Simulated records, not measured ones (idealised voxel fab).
Herein follows the process module entitled voxel tone inversion.
The width of the displayed cross-section, cut, is 150 nm; its cells are square, with a size of 5 nm.
Cross-section spec: square-cell grid; bands listed top down; each band is one or more rows.
Quick guide to a band line: top height, bottom height (nm) up front; then every material left to right with its width in nm. Only one material and it's marked "full width"? Then it fills the band edge to edge. And "blank" just means empty space.
Heights are reckoned from 0. Under this level, the received wafer is all of one material. The bottommost band is open-ended downward, for example "0 -> down".
Width: "30->40" (first number = top row, second number = bottom row, same change from row to row of cells).
For the purposes of this document, the phrase "remained the same" attached to a step denotes that no cell within the cross-section was modified by that step.
The entry titled "Voids lacking openings" provides the empty spaces that have no open way to the top, restricted to those of 8 cells or more. Each is presented as width x height at distance, the distance being measured from the left edge, with all three in nm.
What comes after the settings on a step's line is commentary from the simulator itself on that step.
overlay nm: right-of-plan distance of the mask on a masked step; negative values mean left-of-plan.
[Set out below are the planned steps of the process]
1: RECEIVE, material Si
2: CONFORMAL_DEP, material SiN, thk nm 5
3: DIRECTIONAL_DEP, material aC, thk nm 15
4: PATTERN, tone cover, mask id POSTS, material resist, width nm 25, pitch nm 40, thk nm 25, overlay nm -15
5: DIRECTIONAL_ETCH, etch materials aC, depth nm 15
6: STRIP, etch materials resist
7: FILL_DEP, material SiO2, thk nm 10
8: CMP, height nm 20
9: STRIP, etch materials aC
varied across the wafers: overlay nm of step 4. The plan shows the first wafer's value. All wafers start alike
[This is how the first of several wafers looked in cross-section when it arrived, which is after step 1]
- 0 -> down  Si full width
- Voids lacking openings: none
[End-of-module cross-section, first of several wafers, after last step 9]
- 20 -> 5  SiO2: 25  blank: 25  SiO2: 15  blank: 25  SiO2: 60
- 5 -> 0  SiN full width
- 0 -> down  Si full width
- Voids lacking openings: none
[The last wafer as seen in cross-section at the end of the module]
- 20 -> 5  SiO2: 55  blank: 25  SiO2: 15  blank: 25  SiO2: 30
- 5 -> 0  SiN full width
- 0 -> down  Si full width
- Voids lacking openings: none
[The table below has one row for each wafer; a row shows, as of the end of the module, how many cells of each material the wafer has gained, marked (+), or lost, marked (-), since it was received, and then the wafer's closed voids]
overlay nm -15 | +30 SiN | +60 SiO2 | Voids lacking openings: none
overlay nm -10 | +30 SiN | +60 SiO2 | Voids lacking openings: none
overlay nm -5 | +30 SiN | +60 SiO2 | Voids lacking openings: none
overlay nm 0 | +30 SiN | +60 SiO2 | Voids lacking openings: none
overlay nm 5 | +30 SiN | +60 SiO2 | Voids lacking openings: none
overlay nm 10 | +30 SiN | +60 SiO2 | Voids lacking openings: none
overlay nm 15 | +30 SiN | +60 SiO2 | Voids lacking openings: none
